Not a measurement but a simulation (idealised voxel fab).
Documented hereafter: the process module known as voxel transistor to metal.
Displayed cross-section: cut, width of 200 nm, square cells sized 5 nm.
A cross-section in this document is a grid of square cells, and it is written down as bands, the top band listed before the ones below it; a band is made up of one or more rows of cells. Read a band's entry like this: the first values are the height of its top and the height of its bottom in nm, and what follows is the sequence of materials from left to right, each with its width in nm. Note that "air" is empty space, and that a single material marked "edge to edge" reaches across the band from edge to edge. Ref level 0: as-received wafer is one material below here. Bottom band extends down with no lower bound ("0 down"). The two numbers in a width such as "30->40" mark its ends across the band: the first belongs to the top row of cells, the second to the bottom row, and from each row to the next the width moves by the same amount. The designation "no change occurred", where it is given for a processing step, indicates that no cell of the cross-section was altered in the course of that step. Voids not open to the top, 8 cells minimum: see "Voids lacking openings". Written width x height at distance; distance is from the left edge; nm. It should be noted that, on the line of a given step, the content following the step's settings is a remark produced by the simulator itself with respect to that step. A step's line can hold "overlay nm"; with a mask on that step, the setting says how far right of the planned place the mask lay, while a negative setting says it lay to the left.

# Below is the list of planned process steps
1 RECEIVE with material Si
2 CONFORMAL_DEP with material SiO2, thk nm 5
3 CONFORMAL_DEP with material SiN, thk nm 15
4 DIRECTIONAL_DEP with material aC, thk nm 15
5 PATTERN with tone cover, mask id ACTIVE, material resist, width nm 125, thk nm 35, overlay nm 0
6 DIRECTIONAL_ETCH with etch materials aC, depth nm 15
7 STRIP with etch materials resist
8 DIRECTIONAL_ETCH with etch materials SiN, depth nm 15
9 DIRECTIONAL_ETCH with etch materials SiO2, depth nm 5
10 DIRECTIONAL_ETCH with etch materials Si, depth nm 25
11 STRIP with etch materials aC
12 OXIDIZE with depth nm 5
13 FILL_DEP with material SiO2, thk nm 5
14 CMP with height nm 20
15 SELECTIVE_ETCH with etch materials SiO2, depth nm 5
16 STRIP with etch materials SiN
17 SELECTIVE_ETCH with etch materials SiO2, depth nm 5
18 OXIDIZE with depth nm 5
19 DIRECTIONAL_DEP with material polySi, thk nm 30
20 DIRECTIONAL_DEP with material SiCN, thk nm 15
21 PATTERN with tone cover, mask id GATE, material resist, width nm 25, thk nm 15, overlay nm 0
22 DIRECTIONAL_ETCH with etch materials SiCN, depth nm 25
23 DIRECTIONAL_ETCH with etch materials polySi, depth nm 40
24 STRIP with etch materials resist
25 CONFORMAL_DEP with material SiO2, thk nm 5
26 DIRECTIONAL_ETCH with etch materials SiO2, depth nm 5
27 CONFORMAL_DEP with material SiN, thk nm 5
28 DIRECTIONAL_ETCH with etch materials SiN, depth nm 5
29 DIRECTIONAL_ETCH with etch materials SiO2, depth nm 5
30 DIRECTIONAL_ETCH with etch materials Si, depth nm 15
31 EPI with material SiGe, thk nm 20
32 FILL_DEP with material SiO2, thk nm 10
33 CMP with height nm 45
34 DIRECTIONAL_DEP with material SiO2, thk nm 15
35 MASKED_ETCH with tone open, mask id CONTACT, width nm 20, pitch nm 85, etch materials SiO2, depth nm 60, overlay nm 0
36 CONFORMAL_DEP with material TiN, thk nm 5
37 FILL_DEP with material Ru, thk nm 10
38 CMP with height nm 60
39 CONFORMAL_DEP with material SiCN, thk nm 5
40 DIRECTIONAL_DEP with material SiO2, thk nm 25
41 DIRECTIONAL_DEP with material aC, thk nm 15
42 PATTERN with tone open, mask id METAL_1, material resist, width nm 20, pitch nm 85, thk nm 30, overlay nm 0
43 DIRECTIONAL_ETCH with etch materials aC, depth nm 15
44 STRIP with etch materials resist
45 DIRECTIONAL_ETCH with etch materials SiO2, depth nm 25
46 DIRECTIONAL_ETCH with etch materials SiCN, depth nm 5
47 STRIP with etch materials aC
48 CONFORMAL_DEP with material TiN, thk nm 5
49 FILL_DEP with material Ru, thk nm 10
50 CMP with height nm 90
51 CONFORMAL_DEP with material SiCN, thk nm 5

# Cross-section of the wafer as it came to us, i.e., already through step 1
* 0 down  Si edge to edge
* Voids lacking openings: none

# End-of-module cross-section. Starting structure and process plan as above; one mistake made in running it
* 95 to 90  SiCN edge to edge
* 90 to 65  45 SiO2, then 5 TiN, then 10 Ru, then 5 TiN, then 65 SiO2, then 5 TiN, then 10 Ru, then 5 TiN, then 50 SiO2
* 65 to 60  45 SiCN, then 20 TiN, then 65 SiCN, then 20 TiN, then 50 SiCN
* 60 to 45  45 SiO2, then 5 TiN, then 10 Ru, then 5 TiN, then 65 SiO2, then 5 TiN, then 10 Ru, then 5 TiN, then 50 SiO2
* 45 to 30  45 SiO2, then 5 TiN, then 10 Ru, then 5 TiN, then 10 SiO2, then 5 SiN, then 5 SiO2, then 25 SiCN, then 5 SiO2, then 5 SiN, then 10 SiO2, then 5 TiN, then 10 Ru, then 5 TiN, then 50 SiO2
* 30 to 20  45 SiO2, then 5 TiN, then 10 Ru, then 5 TiN, then 10 SiO2, then 5 SiN, then 5 SiO2, then 25 polySi, then 5 SiO2, then 5 SiN, then 10 SiO2, then 5 TiN, then 10 Ru, then 5 TiN, then 50 SiO2
* 20 to 15  45 SiO2, then 20 TiN, then 10 SiO2, then 5 SiN, then 5 SiO2, then 25 polySi, then 5 SiO2, then 5 SiN, then 10 SiO2, then 20 TiN, then 50 SiO2
* 15 to 10  45 SiO2, then 10 TiN, then 20 SiGe, then 5 SiN, then 5 SiO2, then 25 polySi, then 5 SiO2, then 5 SiN, then 20 SiGe, then 10 TiN, then 50 SiO2
* 10 to 0  35 SiO2, then 5 SiN, then 5 SiO2, then 10 TiN, then 20 SiGe, then 5 SiN, then 5 SiO2, then 25 polySi, then 5 SiO2, then 5 SiN, then 20 SiGe, then 10 TiN, then 5 SiO2, then 5 SiN, then 40 SiO2
* 0 to -5  40 SiO2, then 35 SiGe, then 45 SiO2, then 35 SiGe, then 45 SiO2
* -5 to -20  45 SiO2, then 30 SiGe, then 45 Si, then 30 SiGe, then 50 SiO2
* -20 to -35  45 SiO2, then 105 Si, then 50 SiO2
* -35 down  Si edge to edge
* Voids lacking openings: none
Which mistake was made when the wafer was run? step 12 was run on a setting that differed from the plan, and what really ran there is OXIDIZE with depth nm 10
